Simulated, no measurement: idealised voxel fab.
The following process module bears the name voxel lift off.
Section cut is 170 nm wide and gridded with 5 nm square cells.
The cross-sections in this document take the form of a grid made of square cells. They are written out as bands, in order from top to bottom. Each band consists of one or more rows of cells. The band entry comprises the height of the band's top followed by the height of its bottom, expressed in nm, and subsequently the band's materials from left to right, each stated together with its width in nm. Where a single material is marked with the word "all across", that material fills the band from edge to edge. The word "empty" represents empty space. Height datum 0, below which the as-received substrate wafer is one material. Lowest band open at the bottom, running downward: "0 nm and below". Quick explanation for "30->40": the width changes in equal steps down the rows of cells, from the first number in the band's top row to the second number in its bottom row. Where the words "nothing got changed" appear for a step, the cross-section shows no cell changed by that step; every cell remained as before. "Enclosed internal voids" means: voids of 8 cells or more that are shut off from the top with no open way through. Written width x height at distance, distance from the left edge, in nm. Where a step's line continues beyond its settings, the continuation is a remark by the simulator itself on that step. Regarding "overlay nm": on a step with a mask, it is the distance the mask lay to the right of its planned place; a negative value places it to the left.
Process steps - plan
1) RECEIVE: material Si
2) CONFORMAL_DEP: material SiO2, thk nm 5
3) PATTERN: tone open, mask id LINES, material resist, width nm 30, pitch nm 60, thk nm 25, overlay nm 0
4) DIRECTIONAL_DEP: material Ru, thk nm 15
5) STRIP: etch materials resist
6) CONFORMAL_DEP: material SiCN, thk nm 5
As received (post step 1): cross-section
- 0 nm and below  Si all across
- Enclosed internal voids: none
Here's the cross-section of the first of our two wafers at the end of the module - it ran as planned
- 25 nm to 20 nm  35 of empty | 40 of SiCN | 20 of empty | 40 of SiCN | 35 of empty
- 20 nm to 10 nm  35 of empty | 5 of SiCN | 30 of Ru | 5 of SiCN | 20 of empty | 5 of SiCN | 30 of Ru | 5 of SiCN | 35 of empty
- 10 nm to 5 nm  40 of SiCN | 30 of Ru | 30 of SiCN | 30 of Ru | 40 of SiCN
- 5 nm to 0 nm  SiO2 all across
- 0 nm and below  Si all across
- Enclosed internal voids: none
Wafer two cross-section, module end. Start and plan unchanged from wafer one; one mistake made during the run
- 25 nm to 20 nm  45 of SiCN | 20 of empty | 40 of SiCN | 20 of empty | 45 of SiCN
- 20 nm to 10 nm  40 of Ru | 5 of SiCN | 20 of empty | 5 of SiCN | 30 of Ru | 5 of SiCN | 20 of empty | 5 of SiCN | 40 of Ru
- 10 nm to 5 nm  40 of Ru | 30 of SiCN | 30 of Ru | 30 of SiCN | 40 of Ru
- 5 nm to 0 nm  SiO2 all across
- 0 nm and below  Si all across
- Enclosed internal voids: none
It is concluded that the wafer was processed incorrectly with respect to the plan, in that step 3 changed vs plan, executed as PATTERN: tone cover, mask id LINES, material resist, width nm 30, pitch nm 60, thk nm 25, overlay nm 0
Final tally in cells, some materials are higher or lower on the second wafer than on the first: +30 Ru
